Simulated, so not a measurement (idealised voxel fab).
process module | voxel lift off
cross-section cut | 215 nm wide | cells 5 nm
A cross-section is a grid of square cells, given in bands from the top down. A band is one or more rows of cells.
Each band's line starts with the height of the band's top and of its bottom, in nm. Then come its materials from left to right, each with its width in nm. One material with "throughout" fills the band from edge to edge. "air" is empty space.
Height 0 is the level under which the wafer as received is all one material. The lowest band goes on downwards, as in "0 down".
A width such as "30 to 40" changes by the same amount from each row of cells to the next, from the band's top row to its bottom row.
"no change" after a step means that no cell of the cross-section changed.
closed voids: empty space of 8 cells or more with no open way to the top, each as width x height at its distance from the left edge, in nm
after a step's settings: what the simulator itself notes on the step
overlay nm, on a step with a mask: how far to the right of its planned place the mask lay; to the left if negative
plan
1 op RECEIVE | material Si
2 op CONFORMAL_DEP | material SiO2 | thk nm 5
3 op PATTERN | tone open | mask id LINES | material resist | width nm 30 | pitch nm 45 | thk nm 25 | overlay nm 0
4 op DIRECTIONAL_DEP | material Ru | thk nm 10
5 op STRIP | etch materials resist
6 op CONFORMAL_DEP | material SiCN | thk nm 10
as received, after step 1
  0 down: Si throughout
  closed voids: none
a wafer at the end: this start, this plan, one mistake
  25 to 15: air 20 | SiCN 185 | air 10
  15 to 5: SiCN 30 | Ru 30 | SiCN 15 | Ru 30 | SiCN 15 | Ru 30 | SiCN 15 | Ru 30 | SiCN 20
  5 to 0: SiO2 throughout
  0 down: Si throughout
  closed voids: none
what went wrong: step 3 ran as: op PATTERN | tone open | mask id LINES | material resist | width nm 30 | pitch nm 45 | thk nm 25 | overlay nm 5
